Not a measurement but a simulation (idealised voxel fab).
Process module, titled voxel capacitor over wiring
The width of the displayed cross-section, cut, is 235 nm; its cells are square, with a size of 5 nm.
Cross-section, as written here: a square-cell grid given band by band from the top down, where a band holds one or more rows of cells. Basically the band line says how high the top is and how high the bottom is, in nm, and then what's in it from left to right, every material with its width in nm. Empty space shows up as "air", and if a single material carries "edge to edge" it runs the full band edge to edge. Height datum 0, below which the as-received substrate wafer is one material. Lowest band open at the bottom, running downward: "from 0 down". A width such as "30..40" changes by the same amount from each row of cells to the next, from the band's top row to its bottom row. Step note "nothing was modified" = no cross-section cell changed. "Trapped cavities": empty spaces of 8 cells or more with no open way to the top, each given as width x height at distance, distance from the left edge, all in nm. Formally, on a step line, whatever follows the settings is a remark that the simulator itself makes on the step. On any step carrying a mask, the "overlay nm" setting, if present on the step's line, tells how far right of its planned place the mask lay; negative values point to the left.

## Listed below are the process steps as planned
1) RECEIVE,material Si
2) CONFORMAL_DEP,material SiO2,thk nm 10
3) CONFORMAL_DEP,material SiCN,thk nm 5
4) DIRECTIONAL_DEP,material SiO2,thk nm 15
5) DIRECTIONAL_DEP,material aC,thk nm 15
6) PATTERN,tone open,mask id METAL_1,material resist,width nm 20,pitch nm 80,thk nm 35,overlay nm 0
7) DIRECTIONAL_ETCH,etch materials aC,depth nm 15
8) STRIP,etch materials resist
9) DIRECTIONAL_ETCH,etch materials SiO2,depth nm 15
10) DIRECTIONAL_ETCH,etch materials SiCN,depth nm 5
11) STRIP,etch materials aC
12) CONFORMAL_DEP,material TiN,thk nm 5
13) FILL_DEP,material Cu,thk nm 5
14) CMP,height nm 30
15) CONFORMAL_DEP,material SiCN,thk nm 5
16) DIRECTIONAL_DEP,material SiO2,thk nm 15
17) PATTERN,tone open,mask id PLUG_1,material resist,width nm 15,thk nm 15,overlay nm 0
18) DIRECTIONAL_ETCH,etch materials SiO2,depth nm 15
19) DIRECTIONAL_ETCH,etch materials SiCN,depth nm 5
20) STRIP,etch materials resist
21) CONFORMAL_DEP,material TiN,thk nm 5
22) FILL_DEP,material W,thk nm 10
23) CMP,height nm 50
24) DIRECTIONAL_DEP,material TiN,thk nm 10
25) DIRECTIONAL_DEP,material HfO2,thk nm 5
26) DIRECTIONAL_DEP,material TiN,thk nm 5
27) PATTERN,tone cover,mask id UPPER_PLATE,material resist,width nm 65,thk nm 20,overlay nm 0
28) DIRECTIONAL_ETCH,etch materials TiN,depth nm 5
29) DIRECTIONAL_ETCH,etch materials HfO2,depth nm 5
30) STRIP,etch materials resist
31) PATTERN,tone cover,mask id LOWER_PLATE,material resist,width nm 75,thk nm 20,overlay nm 0
32) DIRECTIONAL_ETCH,etch materials TiN,depth nm 10
33) STRIP,etch materials resist
34) FILL_DEP,material SiO2,thk nm 20
35) CMP,height nm 75
36) PATTERN,tone open,mask id PLUG_2,material resist,width nm 15,thk nm 15,overlay nm 0
37) DIRECTIONAL_ETCH,etch materials SiO2,depth nm 15
38) STRIP,etch materials resist
39) CONFORMAL_DEP,material TiN,thk nm 5
40) FILL_DEP,material W,thk nm 10
41) CMP,height nm 85
42) CONFORMAL_DEP,material SiN,thk nm 5
The wafers in this document start out alike and differ in the height nm applied at step 35; the plan shows the value used for the first wafer.

## The first of several wafers as received, shown in cross-section; this is its state after step 1
* from 0 down  Si edge to edge
* Trapped cavities: none

## Where each wafer stands at the end of the module, a row apiece: cells of each material gained (+) or lost (-) since it was received, then closed voids
height nm 75 | +12 Cu | +13 HfO2 | +83 SiCN | +47 SiN | +519 SiO2 | +121 TiN | +51 W | Trapped cavities: none
height nm 80 | +12 Cu | +13 HfO2 | +83 SiCN | +47 SiN | +563 SiO2 | +123 TiN | +5 W | Trapped cavities: none
height nm 85 | +12 Cu | +13 HfO2 | +83 SiCN | +47 SiN | +607 SiO2 | +79 TiN | +5 W | Trapped cavities: none
height nm 90 | +12 Cu | +13 HfO2 | +83 SiCN | +47 SiN | +610 SiO2 | +77 TiN | +4 W | Trapped cavities: none
